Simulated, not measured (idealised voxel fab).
process module | voxel gate over fins
cross-section cut | 265 nm wide | cells 5 nm
A cross-section is a grid of square cells, given in bands from the top down. A band is one or more rows of cells.
Each band's line starts with the height of the band's top and of its bottom, in nm. Then come its materials from left to right, each with its width in nm. One material with "throughout" fills the band from edge to edge. "air" is empty space.
Height 0 is the level under which the wafer as received is all one material. The lowest band goes on downwards, as in "0 down".
A width such as "30 to 40" changes by the same amount from each row of cells to the next, from the band's top row to its bottom row.
"no change" after a step means that no cell of the cross-section changed.
closed voids: empty space of 8 cells or more with no open way to the top, each as width x height at its distance from the left edge, in nm
after a step's settings: what the simulator itself notes on the step
overlay nm, on a step with a mask: how far to the right of its planned place the mask lay; to the left if negative
Each pair below shows a cross-section before one step and the cross-section after it, down to the lowest band that changed. The line under each pair gives the step between them, with its settings. The pairs can come from different runs of this module on the same starting wafer, so a pair continues from the pair above only where its "before" says so.
before
  0 down: Si throughout
  closed voids: none
after
  5 to 0: SiN throughout
  below 0: unchanged
  closed voids: none
the step between: op CONFORMAL_DEP | material SiN | thk nm 5
before: the cross-section after the pair above
after
  5 to 0: air 75 | SiN 15 | air 35 | SiN 15 | air 35 | SiN 15 | air 75
  below 0: unchanged
  closed voids: none
the step between: op MASKED_ETCH | tone cover | mask id FINS | width nm 15 | pitch nm 50 | etch materials SiN | depth nm 5 | overlay nm 0
before: the cross-section after the pair above
after
  5 to 0: air 75 | SiN 15 | air 35 | SiN 15 | air 35 | SiN 15 | air 75
  0 to -35: air 75 | Si 15 | air 35 | Si 15 | air 35 | Si 15 | air 75
  below -35: unchanged
  closed voids: none
the step between: op MASKED_ETCH | tone cover | mask id FINS | width nm 15 | pitch nm 50 | etch materials Si | depth nm 35 | overlay nm 0
before: the cross-section after the pair above
after
  10 to 5: SiO2 throughout
  5 to 0: SiO2 75 | SiN 15 | SiO2 35 | SiN 15 | SiO2 35 | SiN 15 | SiO2 75
  0 to -35: SiO2 75 | Si 15 | SiO2 35 | Si 15 | SiO2 35 | Si 15 | SiO2 75
  below -35: unchanged
  closed voids: none
the step between: op FILL_DEP | material SiO2 | thk nm 5
before: the cross-section after the pair above
after
  5 to 0: SiO2 75 | SiN 15 | SiO2 35 | SiN 15 | SiO2 35 | SiN 15 | SiO2 75
  below 0: unchanged
  closed voids: none
the step between: op CMP | height nm 5
before: the cross-section after the pair above
after
  20 to 5: aC throughout
  below 5: unchanged
  closed voids: none
the step between: op DIRECTIONAL_DEP | material aC | thk nm 15
before: the cross-section after the pair above
after
  55 to 20: resist 100 | air 15 | resist 150
  below 20: unchanged
  closed voids: none
the step between: op PATTERN | tone open | mask id RAIL | material resist | width nm 15 | thk nm 35 | overlay nm 0
before: the cross-section after the pair above
after
  40 to 20: resist 100 | air 15 | resist 150
  20 to 5: aC 100 | air 15 | aC 150
  below 5: unchanged
  closed voids: none
the step between: op DIRECTIONAL_ETCH | etch materials aC | depth nm 15
before: the cross-section after the pair above
after
  20 to 5: aC 100 | air 15 | aC 150
  below 5: unchanged
  closed voids: none
the step between: op STRIP | etch materials resist
before: the cross-section after the pair above
after
  20 to 5: aC 100 | air 15 | aC 150
  5 to 0: SiO2 75 | SiN 15 | SiO2 10 | air 15 | SiO2 10 | SiN 15 | SiO2 35 | SiN 15 | SiO2 75
  0 to -30: SiO2 75 | Si 15 | SiO2 10 | air 15 | SiO2 10 | Si 15 | SiO2 35 | Si 15 | SiO2 75
  below -30: unchanged
  closed voids: none
the step between: op DIRECTIONAL_ETCH | etch materials SiO2 | depth nm 35
before: the cross-section after the pair above
after
  5 to 0: SiO2 75 | SiN 15 | SiO2 10 | air 15 | SiO2 10 | SiN 15 | SiO2 35 | SiN 15 | SiO2 75
  below 0: unchanged
  closed voids: none
the step between: op STRIP | etch materials aC
before: the cross-section after the pair above
after
  10 to 5: TiN 105 | air 5 | TiN 155
  5 to 0: SiO2 75 | SiN 15 | SiO2 10 | TiN 5 | air 5 | TiN 5 | SiO2 10 | SiN 15 | SiO2 35 | SiN 15 | SiO2 75
  0 to -25: SiO2 75 | Si 15 | SiO2 10 | TiN 5 | air 5 | TiN 5 | SiO2 10 | Si 15 | SiO2 35 | Si 15 | SiO2 75
  -25 to -30: SiO2 75 | Si 15 | SiO2 10 | TiN 15 | SiO2 10 | Si 15 | SiO2 35 | Si 15 | SiO2 75
  below -30: unchanged
  closed voids: none
the step between: op CONFORMAL_DEP | material TiN | thk nm 5
before: the cross-section after the pair above
after
  15 to 10: W throughout
  10 to 5: TiN 105 | W 5 | TiN 155
  5 to 0: SiO2 75 | SiN 15 | SiO2 10 | TiN 5 | W 5 | TiN 5 | SiO2 10 | SiN 15 | SiO2 35 | SiN 15 | SiO2 75
  0 to -25: SiO2 75 | Si 15 | SiO2 10 | TiN 5 | W 5 | TiN 5 | SiO2 10 | Si 15 | SiO2 35 | Si 15 | SiO2 75
  below -25: unchanged
  closed voids: none
the step between: op FILL_DEP | material W | thk nm 5
before: the cross-section after the pair above
after
  5 to 0: SiO2 75 | SiN 15 | SiO2 10 | TiN 5 | W 5 | TiN 5 | SiO2 10 | SiN 15 | SiO2 35 | SiN 15 | SiO2 75
  below 0: unchanged
  closed voids: none
the step between: op CMP | height nm 5
before: the cross-section after the pair above
after
  5 to 0: SiO2 75 | SiN 15 | SiO2 10 | air 15 | SiO2 10 | SiN 15 | SiO2 35 | SiN 15 | SiO2 75
  0 to -25: SiO2 75 | Si 15 | SiO2 10 | air 15 | SiO2 10 | Si 15 | SiO2 35 | Si 15 | SiO2 75
  below -25: unchanged
  closed voids: none
the step between: op SELECTIVE_ETCH | etch materials W Ru TiN | depth nm 30
before: the cross-section after the pair above
after
  10 to 5: SiO2 throughout
  5 to 0: SiO2 75 | SiN 15 | SiO2 35 | SiN 15 | SiO2 35 | SiN 15 | SiO2 75
  0 to -25: SiO2 75 | Si 15 | SiO2 35 | Si 15 | SiO2 35 | Si 15 | SiO2 75
  below -25: unchanged
  closed voids: none
the step between: op FILL_DEP | material SiO2 | thk nm 5
before: the cross-section after the pair above
after
  5 to 0: SiO2 75 | SiN 15 | SiO2 35 | SiN 15 | SiO2 35 | SiN 15 | SiO2 75
  below 0: unchanged
  closed voids: none
the step between: op CMP | height nm 5
before: the cross-section after the pair above
after
  5 to 0: air 75 | SiN 15 | air 35 | SiN 15 | air 35 | SiN 15 | air 75
  0 to -15: air 75 | Si 15 | air 35 | Si 15 | air 35 | Si 15 | air 75
  below -15: unchanged
  closed voids: none
the step between: op SELECTIVE_ETCH | etch materials SiO2 | depth nm 20
before: the cross-section after the pair above
after
  0 to -15: air 75 | Si 15 | air 35 | Si 15 | air 35 | Si 15 | air 75
  below -15: unchanged
  closed voids: none
the step between: op STRIP | etch materials SiN
before: the cross-section after the pair above
after
  5 to 0: air 70 | HfO2 25 | air 25 | HfO2 25 | air 25 | HfO2 25 | air 70
  0 to -10: air 70 | HfO2 5 | Si 15 | HfO2 5 | air 25 | HfO2 5 | Si 15 | HfO2 5 | air 25 | HfO2 5 | Si 15 | HfO2 5 | air 70
  -10 to -15: HfO2 75 | Si 15 | HfO2 35 | Si 15 | HfO2 35 | Si 15 | HfO2 75
  below -15: unchanged
  closed voids: none
the step between: op CONFORMAL_DEP | material HfO2 | thk nm 5
before: the cross-section after the pair above
after
  10 to 5: air 65 | TiN 35 | air 15 | TiN 35 | air 15 | TiN 35 | air 65
  5 to 0: air 65 | TiN 5 | HfO2 25 | TiN 5 | air 15 | TiN 5 | HfO2 25 | TiN 5 | air 15 | TiN 5 | HfO2 25 | TiN 5 | air 65
  0 to -5: air 65 | TiN 5 | HfO2 5 | Si 15 | HfO2 5 | TiN 5 | air 15 | TiN 5 | HfO2 5 | Si 15 | HfO2 5 | TiN 5 | air 15 | TiN 5 | HfO2 5 | Si 15 | HfO2 5 | TiN 5 | air 65
  -5 to -10: TiN 70 | HfO2 5 | Si 15 | HfO2 5 | TiN 25 | HfO2 5 | Si 15 | HfO2 5 | TiN 25 | HfO2 5 | Si 15 | HfO2 5 | TiN 70
  below -10: unchanged
  closed voids: none
the step between: op CONFORMAL_DEP | material TiN | thk nm 5
before: the cross-section after the pair above
after
  25 to 10: W throughout
  10 to 5: W 65 | TiN 35 | W 15 | TiN 35 | W 15 | TiN 35 | W 65
  5 to 0: W 65 | TiN 5 | HfO2 25 | TiN 5 | W 15 | TiN 5 | HfO2 25 | TiN 5 | W 15 | TiN 5 | HfO2 25 | TiN 5 | W 65
  0 to -5: W 65 | TiN 5 | HfO2 5 | Si 15 | HfO2 5 | TiN 5 | W 15 | TiN 5 | HfO2 5 | Si 15 | HfO2 5 | TiN 5 | W 15 | TiN 5 | HfO2 5 | Si 15 | HfO2 5 | TiN 5 | W 65
  below -5: unchanged
  closed voids: none
the step between: op FILL_DEP | material W | thk nm 15
before: the cross-section after the pair above
after
  20 to 10: W throughout
  below 10: unchanged
  closed voids: none
the step between: op CMP | height nm 20
before: the cross-section after the pair above
after
  30 to 20: SiN throughout
  below 20: unchanged
  closed voids: none
the step between: op CONFORMAL_DEP | material SiN | thk nm 10
before
  0 to -15: air 75 | Si 15 | air 35 | Si 15 | air 35 | Si 15 | air 75
  -15 to -25: SiO2 75 | Si 15 | SiO2 35 | Si 15 | SiO2 35 | Si 15 | SiO2 75
  -25 to -30: SiO2 75 | Si 15 | SiO2 10 | TiN 15 | SiO2 10 | Si 15 | SiO2 35 | Si 15 | SiO2 75
  -30 to -35: SiO2 75 | Si 15 | SiO2 35 | Si 15 | SiO2 35 | Si 15 | SiO2 75
  -35 down: Si throughout
  closed voids: none
after
  5 to 0: air 70 | TiN 25 | air 25 | TiN 25 | air 25 | TiN 25 | air 70
  0 to -10: air 70 | TiN 5 | Si 15 | TiN 5 | air 25 | TiN 5 | Si 15 | TiN 5 | air 25 | TiN 5 | Si 15 | TiN 5 | air 70
  -10 to -15: TiN 75 | Si 15 | TiN 35 | Si 15 | TiN 35 | Si 15 | TiN 75
  below -15: unchanged
  closed voids: none
the step between: op CONFORMAL_DEP | material TiN | thk nm 5
before: the cross-section after the pair above
after
  20 to 5: W throughout
  5 to 0: W 70 | TiN 25 | W 25 | TiN 25 | W 25 | TiN 25 | W 70
  0 to -10: W 70 | TiN 5 | Si 15 | TiN 5 | W 25 | TiN 5 | Si 15 | TiN 5 | W 25 | TiN 5 | Si 15 | TiN 5 | W 70
  below -10: unchanged
  closed voids: none
the step between: op FILL_DEP | material W | thk nm 15
before: the cross-section after the pair above
after
  30 to 20: SiN throughout
  below 20: unchanged
  closed voids: none
the step between: op CONFORMAL_DEP | material SiN | thk nm 10
before
  5 to 0: air 75 | SiN 15 | air 35 | SiN 15 | air 35 | SiN 15 | air 75
  0 to -15: air 75 | Si 15 | air 35 | Si 15 | air 35 | Si 15 | air 75
  -15 to -25: SiO2 75 | Si 15 | SiO2 35 | Si 15 | SiO2 35 | Si 15 | SiO2 75
  -25 to -30: SiO2 75 | Si 15 | SiO2 10 | TiN 15 | SiO2 10 | Si 15 | SiO2 35 | Si 15 | SiO2 75
  -30 to -35: SiO2 75 | Si 15 | SiO2 35 | Si 15 | SiO2 35 | Si 15 | SiO2 75
  -35 down: Si throughout
  closed voids: none
after
  5 to 0: air 75 | SiN 15 | air 35 | SiN 15 | air 35 | SiN 15 | air 75
  0 to -25: air 75 | Si 15 | air 35 | Si 15 | air 35 | Si 15 | air 75
  -25 to -30: air 75 | Si 15 | air 10 | TiN 15 | air 10 | Si 15 | air 35 | Si 15 | air 75
  -30 to -35: air 75 | Si 15 | air 15 | SiO2 5 | air 15 | Si 15 | air 35 | Si 15 | air 75
  below -35: unchanged
  closed voids: none
the step between: op SELECTIVE_ETCH | etch materials SiO2 | depth nm 20
before: the cross-section after the pair above
after
  0 to -25: air 75 | Si 15 | air 35 | Si 15 | air 35 | Si 15 | air 75
  below -25: unchanged
  closed voids: none
the step between: op STRIP | etch materials SiN
before: the cross-section after the pair above
after
  5 to 0: air 70 | HfO2 25 | air 25 | HfO2 25 | air 25 | HfO2 25 | air 70
  0 to -20: air 70 | HfO2 5 | Si 15 | HfO2 5 | air 25 | HfO2 5 | Si 15 | HfO2 5 | air 25 | HfO2 5 | Si 15 | HfO2 5 | air 70
  -20 to -25: air 70 | HfO2 5 | Si 15 | HfO2 35 | Si 15 | HfO2 5 | air 25 | HfO2 5 | Si 15 | HfO2 5 | air 70
  -25 to -30: air 70 | HfO2 5 | Si 15 | HfO2 10 | TiN 15 | HfO2 10 | Si 15 | HfO2 5 | air 25 | HfO2 5 | Si 15 | HfO2 5 | air 70
  -30 to -35: HfO2 75 | Si 15 | HfO2 15 | SiO2 5 | HfO2 15 | Si 15 | HfO2 35 | Si 15 | HfO2 75
  below -35: unchanged
  closed voids: none
the step between: op CONFORMAL_DEP | material HfO2 | thk nm 5
before: the cross-section after the pair above
after
  10 to 5: air 65 | TiN 35 | air 15 | TiN 35 | air 15 | TiN 35 | air 65
  5 to 0: air 65 | TiN 5 | HfO2 25 | TiN 5 | air 15 | TiN 5 | HfO2 25 | TiN 5 | air 15 | TiN 5 | HfO2 25 | TiN 5 | air 65
  0 to -15: air 65 | TiN 5 | HfO2 5 | Si 15 | HfO2 5 | TiN 5 | air 15 | TiN 5 | HfO2 5 | Si 15 | HfO2 5 | TiN 5 | air 15 | TiN 5 | HfO2 5 | Si 15 | HfO2 5 | TiN 5 | air 65
  -15 to -20: air 65 | TiN 5 | HfO2 5 | Si 15 | HfO2 5 | TiN 25 | HfO2 5 | Si 15 | HfO2 5 | TiN 5 | air 15 | TiN 5 | HfO2 5 | Si 15 | HfO2 5 | TiN 5 | air 65
  -20 to -25: air 65 | TiN 5 | HfO2 5 | Si 15 | HfO2 35 | Si 15 | HfO2 5 | TiN 5 | air 15 | TiN 5 | HfO2 5 | Si 15 | HfO2 5 | TiN 5 | air 65
  -25 to -30: TiN 70 | HfO2 5 | Si 15 | HfO2 10 | TiN 15 | HfO2 10 | Si 15 | HfO2 5 | TiN 25 | HfO2 5 | Si 15 | HfO2 5 | TiN 70
  below -30: unchanged
  closed voids: none
the step between: op CONFORMAL_DEP | material TiN | thk nm 5
before: the cross-section after the pair above
after
  25 to 10: W throughout
  10 to 5: W 65 | TiN 35 | W 15 | TiN 35 | W 15 | TiN 35 | W 65
  5 to 0: W 65 | TiN 5 | HfO2 25 | TiN 5 | W 15 | TiN 5 | HfO2 25 | TiN 5 | W 15 | TiN 5 | HfO2 25 | TiN 5 | W 65
  0 to -15: W 65 | TiN 5 | HfO2 5 | Si 15 | HfO2 5 | TiN 5 | W 15 | TiN 5 | HfO2 5 | Si 15 | HfO2 5 | TiN 5 | W 15 | TiN 5 | HfO2 5 | Si 15 | HfO2 5 | TiN 5 | W 65
  -15 to -20: W 65 | TiN 5 | HfO2 5 | Si 15 | HfO2 5 | TiN 25 | HfO2 5 | Si 15 | HfO2 5 | TiN 5 | W 15 | TiN 5 | HfO2 5 | Si 15 | HfO2 5 | TiN 5 | W 65
  -20 to -25: W 65 | TiN 5 | HfO2 5 | Si 15 | HfO2 35 | Si 15 | HfO2 5 | TiN 5 | W 15 | TiN 5 | HfO2 5 | Si 15 | HfO2 5 | TiN 5 | W 65
  below -25: unchanged
  closed voids: none
the step between: op FILL_DEP | material W | thk nm 15
before: the cross-section after the pair above
after
  20 to 10: W throughout
  below 10: unchanged
  closed voids: none
the step between: op CMP | height nm 20
before: the cross-section after the pair above
after
  30 to 20: SiN throughout
  below 20: unchanged
  closed voids: none
the step between: op CONFORMAL_DEP | material SiN | thk nm 10
before
  5 to 0: SiO2 75 | SiN 15 | SiO2 35 | SiN 15 | SiO2 35 | SiN 15 | SiO2 75
  0 to -25: SiO2 75 | Si 15 | SiO2 35 | Si 15 | SiO2 35 | Si 15 | SiO2 75
  -25 to -30: SiO2 75 | Si 15 | SiO2 10 | TiN 15 | SiO2 10 | Si 15 | SiO2 35 | Si 15 | SiO2 75
  -30 to -35: SiO2 75 | Si 15 | SiO2 35 | Si 15 | SiO2 35 | Si 15 | SiO2 75
  -35 down: Si throughout
  closed voids: none
after
  5 to 0: SiO2 75 | air 15 | SiO2 35 | air 15 | SiO2 35 | air 15 | SiO2 75
  below 0: unchanged
  closed voids: none
the step between: op STRIP | etch materials SiN
before: the cross-section after the pair above
after
  0 to -15: air 75 | Si 15 | air 35 | Si 15 | air 35 | Si 15 | air 75
  -15 to -20: SiO2 55 | air 20 | Si 15 | air 35 | Si 15 | air 35 | Si 15 | air 20 | SiO2 55
  below -20: unchanged
  closed voids: none
the step between: op SELECTIVE_ETCH | etch materials SiO2 | depth nm 20
before: the cross-section after the pair above
after
  5 to 0: air 70 | HfO2 25 | air 25 | HfO2 25 | air 25 | HfO2 25 | air 70
  0 to -10: air 70 | HfO2 5 | Si 15 | HfO2 5 | air 25 | HfO2 5 | Si 15 | HfO2 5 | air 25 | HfO2 5 | Si 15 | HfO2 5 | air 70
  -10 to -15: HfO2 60 | air 10 | HfO2 5 | Si 15 | HfO2 5 | air 25 | HfO2 5 | Si 15 | HfO2 5 | air 25 | HfO2 5 | Si 15 | HfO2 5 | air 10 | HfO2 60
  -15 to -20: SiO2 55 | HfO2 20 | Si 15 | HfO2 35 | Si 15 | HfO2 35 | Si 15 | HfO2 20 | SiO2 55
  below -20: unchanged
  closed voids: none
the step between: op CONFORMAL_DEP | material HfO2 | thk nm 5
before: the cross-section after the pair above
after
  10 to 5: air 65 | TiN 35 | air 15 | TiN 35 | air 15 | TiN 35 | air 65
  5 to 0: air 65 | TiN 5 | HfO2 25 | TiN 5 | air 15 | TiN 5 | HfO2 25 | TiN 5 | air 15 | TiN 5 | HfO2 25 | TiN 5 | air 65
  0 to -5: air 65 | TiN 5 | HfO2 5 | Si 15 | HfO2 5 | TiN 5 | air 15 | TiN 5 | HfO2 5 | Si 15 | HfO2 5 | TiN 5 | air 15 | TiN 5 | HfO2 5 | Si 15 | HfO2 5 | TiN 5 | air 65
  -5 to -10: TiN 70 | HfO2 5 | Si 15 | HfO2 5 | TiN 5 | air 15 | TiN 5 | HfO2 5 | Si 15 | HfO2 5 | TiN 5 | air 15 | TiN 5 | HfO2 5 | Si 15 | HfO2 5 | TiN 70
  -10 to -15: HfO2 60 | TiN 10 | HfO2 5 | Si 15 | HfO2 5 | TiN 25 | HfO2 5 | Si 15 | HfO2 5 | TiN 25 | HfO2 5 | Si 15 | HfO2 5 | TiN 10 | HfO2 60
  below -15: unchanged
  closed voids: none
the step between: op CONFORMAL_DEP | material TiN | thk nm 5
before: the cross-section after the pair above
after
  25 to 10: W throughout
  10 to 5: W 65 | TiN 35 | W 15 | TiN 35 | W 15 | TiN 35 | W 65
  5 to 0: W 65 | TiN 5 | HfO2 25 | TiN 5 | W 15 | TiN 5 | HfO2 25 | TiN 5 | W 15 | TiN 5 | HfO2 25 | TiN 5 | W 65
  0 to -5: W 65 | TiN 5 | HfO2 5 | Si 15 | HfO2 5 | TiN 5 | W 15 | TiN 5 | HfO2 5 | Si 15 | HfO2 5 | TiN 5 | W 15 | TiN 5 | HfO2 5 | Si 15 | HfO2 5 | TiN 5 | W 65
  -5 to -10: TiN 70 | HfO2 5 | Si 15 | HfO2 5 | TiN 5 | W 15 | TiN 5 | HfO2 5 | Si 15 | HfO2 5 | TiN 5 | W 15 | TiN 5 | HfO2 5 | Si 15 | HfO2 5 | TiN 70
  below -10: unchanged
  closed voids: none
the step between: op FILL_DEP | material W | thk nm 15
before: the cross-section after the pair above
after
  20 to 10: W throughout
  below 10: unchanged
  closed voids: none
the step between: op CMP | height nm 20
before: the cross-section after the pair above
after
  30 to 20: SiN throughout
  below 20: unchanged
  closed voids: none
the step between: op CONFORMAL_DEP | material SiN | thk nm 10
before
  20 to 10: W throughout
  10 to 5: W 65 | TiN 35 | W 15 | TiN 35 | W 15 | TiN 35 | W 65
  5 to 0: W 65 | TiN 5 | HfO2 25 | TiN 5 | W 15 | TiN 5 | HfO2 25 | TiN 5 | W 15 | TiN 5 | HfO2 25 | TiN 5 | W 65
  0 to -5: W 65 | TiN 5 | HfO2 5 | Si 15 | HfO2 5 | TiN 5 | W 15 | TiN 5 | HfO2 5 | Si 15 | HfO2 5 | TiN 5 | W 15 | TiN 5 | HfO2 5 | Si 15 | HfO2 5 | TiN 5 | W 65
  -5 to -10: TiN 70 | HfO2 5 | Si 15 | HfO2 5 | TiN 25 | HfO2 5 | Si 15 | HfO2 5 | TiN 25 | HfO2 5 | Si 15 | HfO2 5 | TiN 70
  -10 to -15: HfO2 75 | Si 15 | HfO2 35 | Si 15 | HfO2 35 | Si 15 | HfO2 75
  -15 to -25: SiO2 75 | Si 15 | SiO2 35 | Si 15 | SiO2 35 | Si 15 | SiO2 75
  -25 to -30: SiO2 75 | Si 15 | SiO2 10 | TiN 15 | SiO2 10 | Si 15 | SiO2 35 | Si 15 | SiO2 75
  -30 to -35: SiO2 75 | Si 15 | SiO2 35 | Si 15 | SiO2 35 | Si 15 | SiO2 75
  -35 down: Si throughout
  closed voids: none
after
  35 to 20: SiN throughout
  below 20: unchanged
  closed voids: none
the step between: op CONFORMAL_DEP | material SiN | thk nm 15
before
  20 to 5: aC throughout
  5 to 0: SiO2 75 | SiN 15 | SiO2 35 | SiN 15 | SiO2 35 | SiN 15 | SiO2 75
  0 to -35: SiO2 75 | Si 15 | SiO2 35 | Si 15 | SiO2 35 | Si 15 | SiO2 75
  -35 down: Si throughout
  closed voids: none
after
  55 to 20: resist 95 | air 25 | resist 145
  below 20: unchanged
  closed voids: none
the step between: op PATTERN | tone open | mask id RAIL | material resist | width nm 25 | thk nm 35 | overlay nm 0
before: the cross-section after the pair above
after
  40 to 20: resist 95 | air 25 | resist 145
  20 to 5: aC 95 | air 25 | aC 145
  below 5: unchanged
  closed voids: none
the step between: op DIRECTIONAL_ETCH | etch materials aC | depth nm 15
before: the cross-section after the pair above
after
  20 to 5: aC 95 | air 25 | aC 145
  below 5: unchanged
  closed voids: none
the step between: op STRIP | etch materials resist
before: the cross-section after the pair above
after
  20 to 5: aC 95 | air 25 | aC 145
  5 to 0: SiO2 75 | SiN 15 | SiO2 5 | air 25 | SiO2 5 | SiN 15 | SiO2 35 | SiN 15 | SiO2 75
  0 to -30: SiO2 75 | Si 15 | SiO2 5 | air 25 | SiO2 5 | Si 15 | SiO2 35 | Si 15 | SiO2 75
  below -30: unchanged
  closed voids: none
the step between: op DIRECTIONAL_ETCH | etch materials SiO2 | depth nm 35
before: the cross-section after the pair above
after
  5 to 0: SiO2 75 | SiN 15 | SiO2 5 | air 25 | SiO2 5 | SiN 15 | SiO2 35 | SiN 15 | SiO2 75
  below 0: unchanged
  closed voids: none
the step between: op STRIP | etch materials aC
before: the cross-section after the pair above
after
  10 to 5: TiN 100 | air 15 | TiN 150
  5 to 0: SiO2 75 | SiN 15 | SiO2 5 | TiN 5 | air 15 | TiN 5 | SiO2 5 | SiN 15 | SiO2 35 | SiN 15 | SiO2 75
  0 to -25: SiO2 75 | Si 15 | SiO2 5 | TiN 5 | air 15 | TiN 5 | SiO2 5 | Si 15 | SiO2 35 | Si 15 | SiO2 75
  -25 to -30: SiO2 75 | Si 15 | SiO2 5 | TiN 25 | SiO2 5 | Si 15 | SiO2 35 | Si 15 | SiO2 75
  below -30: unchanged
  closed voids: none
the step between: op CONFORMAL_DEP | material TiN | thk nm 5
before: the cross-section after the pair above
after
  15 to 10: W throughout
  10 to 5: TiN 100 | W 15 | TiN 150
  5 to 0: SiO2 75 | SiN 15 | SiO2 5 | TiN 5 | W 15 | TiN 5 | SiO2 5 | SiN 15 | SiO2 35 | SiN 15 | SiO2 75
  0 to -25: SiO2 75 | Si 15 | SiO2 5 | TiN 5 | W 15 | TiN 5 | SiO2 5 | Si 15 | SiO2 35 | Si 15 | SiO2 75
  below -25: unchanged
  closed voids: none
the step between: op FILL_DEP | material W | thk nm 5
before: the cross-section after the pair above
after
  5 to 0: SiO2 75 | SiN 15 | SiO2 5 | TiN 5 | W 15 | TiN 5 | SiO2 5 | SiN 15 | SiO2 35 | SiN 15 | SiO2 75
  below 0: unchanged
  closed voids: none
the step between: op CMP | height nm 5
before: the cross-section after the pair above
after
  5 to 0: SiO2 75 | SiN 15 | SiO2 5 | air 25 | SiO2 5 | SiN 15 | SiO2 35 | SiN 15 | SiO2 75
  0 to -25: SiO2 75 | Si 15 | SiO2 5 | air 25 | SiO2 5 | Si 15 | SiO2 35 | Si 15 | SiO2 75
  below -25: unchanged
  closed voids: none
the step between: op SELECTIVE_ETCH | etch materials W Ru TiN | depth nm 30
before: the cross-section after the pair above
after
  10 to 5: SiO2 throughout
  5 to 0: SiO2 75 | SiN 15 | SiO2 35 | SiN 15 | SiO2 35 | SiN 15 | SiO2 75
  0 to -25: SiO2 75 | Si 15 | SiO2 35 | Si 15 | SiO2 35 | Si 15 | SiO2 75
  below -25: unchanged
  closed voids: none
the step between: op FILL_DEP | material SiO2 | thk nm 5
before: the cross-section after the pair above
after
  5 to 0: SiO2 75 | SiN 15 | SiO2 35 | SiN 15 | SiO2 35 | SiN 15 | SiO2 75
  below 0: unchanged
  closed voids: none
the step between: op CMP | height nm 5
before: the cross-section after the pair above
after
  5 to 0: air 75 | SiN 15 | air 35 | SiN 15 | air 35 | SiN 15 | air 75
  0 to -15: air 75 | Si 15 | air 35 | Si 15 | air 35 | Si 15 | air 75
  below -15: unchanged
  closed voids: none
the step between: op SELECTIVE_ETCH | etch materials SiO2 | depth nm 20
before: the cross-section after the pair above
after
  0 to -15: air 75 | Si 15 | air 35 | Si 15 | air 35 | Si 15 | air 75
  below -15: unchanged
  closed voids: none
the step between: op STRIP | etch materials SiN
before: the cross-section after the pair above
after
  5 to 0: air 70 | HfO2 25 | air 25 | HfO2 25 | air 25 | HfO2 25 | air 70
  0 to -10: air 70 | HfO2 5 | Si 15 | HfO2 5 | air 25 | HfO2 5 | Si 15 | HfO2 5 | air 25 | HfO2 5 | Si 15 | HfO2 5 | air 70
  -10 to -15: HfO2 75 | Si 15 | HfO2 35 | Si 15 | HfO2 35 | Si 15 | HfO2 75
  below -15: unchanged
  closed voids: none
the step between: op CONFORMAL_DEP | material HfO2 | thk nm 5
before: the cross-section after the pair above
after
  10 to 5: air 65 | TiN 35 | air 15 | TiN 35 | air 15 | TiN 35 | air 65
  5 to 0: air 65 | TiN 5 | HfO2 25 | TiN 5 | air 15 | TiN 5 | HfO2 25 | TiN 5 | air 15 | TiN 5 | HfO2 25 | TiN 5 | air 65
  0 to -5: air 65 | TiN 5 | HfO2 5 | Si 15 | HfO2 5 | TiN 5 | air 15 | TiN 5 | HfO2 5 | Si 15 | HfO2 5 | TiN 5 | air 15 | TiN 5 | HfO2 5 | Si 15 | HfO2 5 | TiN 5 | air 65
  -5 to -10: TiN 70 | HfO2 5 | Si 15 | HfO2 5 | TiN 25 | HfO2 5 | Si 15 | HfO2 5 | TiN 25 | HfO2 5 | Si 15 | HfO2 5 | TiN 70
  below -10: unchanged
  closed voids: none
the step between: op CONFORMAL_DEP | material TiN | thk nm 5
before: the cross-section after the pair above
after
  25 to 10: W throughout
  10 to 5: W 65 | TiN 35 | W 15 | TiN 35 | W 15 | TiN 35 | W 65
  5 to 0: W 65 | TiN 5 | HfO2 25 | TiN 5 | W 15 | TiN 5 | HfO2 25 | TiN 5 | W 15 | TiN 5 | HfO2 25 | TiN 5 | W 65
  0 to -5: W 65 | TiN 5 | HfO2 5 | Si 15 | HfO2 5 | TiN 5 | W 15 | TiN 5 | HfO2 5 | Si 15 | HfO2 5 | TiN 5 | W 15 | TiN 5 | HfO2 5 | Si 15 | HfO2 5 | TiN 5 | W 65
  below -5: unchanged
  closed voids: none
the step between: op FILL_DEP | material W | thk nm 15
before: the cross-section after the pair above
after
  20 to 10: W throughout
  below 10: unchanged
  closed voids: none
the step between: op CMP | height nm 20
before: the cross-section after the pair above
after
  30 to 20: SiN throughout
  below 20: unchanged
  closed voids: none
the step between: op CONFORMAL_DEP | material SiN | thk nm 10
before
  20 to 5: aC throughout
  5 to 0: SiO2 75 | SiN 15 | SiO2 35 | SiN 15 | SiO2 35 | SiN 15 | SiO2 75
  0 to -35: SiO2 75 | Si 15 | SiO2 35 | Si 15 | SiO2 35 | Si 15 | SiO2 75
  -35 down: Si throughout
  closed voids: none
after
  55 to 20: resist 90 | air 15 | resist 160
  below 20: unchanged
  closed voids: none
the step between: op PATTERN | tone open | mask id RAIL | material resist | width nm 15 | thk nm 35 | overlay nm -10
before: the cross-section after the pair above
after
  40 to 20: resist 90 | air 15 | resist 160
  20 to 5: aC 90 | air 15 | aC 160
  below 5: unchanged
  closed voids: none
the step between: op DIRECTIONAL_ETCH | etch materials aC | depth nm 15
before: the cross-section after the pair above
after
  20 to 5: aC 90 | air 15 | aC 160
  below 5: unchanged
  closed voids: none
the step between: op STRIP | etch materials resist
before: the cross-section after the pair above
after
  20 to 5: aC 90 | air 15 | aC 160
  5 to 0: SiO2 75 | SiN 15 | air 15 | SiO2 20 | SiN 15 | SiO2 35 | SiN 15 | SiO2 75
  0 to -30: SiO2 75 | Si 15 | air 15 | SiO2 20 | Si 15 | SiO2 35 | Si 15 | SiO2 75
  below -30: unchanged
  closed voids: none
the step between: op DIRECTIONAL_ETCH | etch materials SiO2 | depth nm 35
before: the cross-section after the pair above
after
  5 to 0: SiO2 75 | SiN 15 | air 15 | SiO2 20 | SiN 15 | SiO2 35 | SiN 15 | SiO2 75
  below 0: unchanged
  closed voids: none
the step between: op STRIP | etch materials aC
before: the cross-section after the pair above
after
  10 to 5: TiN 95 | air 5 | TiN 165
  5 to 0: SiO2 75 | SiN 15 | TiN 5 | air 5 | TiN 5 | SiO2 20 | SiN 15 | SiO2 35 | SiN 15 | SiO2 75
  0 to -25: SiO2 75 | Si 15 | TiN 5 | air 5 | TiN 5 | SiO2 20 | Si 15 | SiO2 35 | Si 15 | SiO2 75
  -25 to -30: SiO2 75 | Si 15 | TiN 15 | SiO2 20 | Si 15 | SiO2 35 | Si 15 | SiO2 75
  below -30: unchanged
  closed voids: none
the step between: op CONFORMAL_DEP | material TiN | thk nm 5
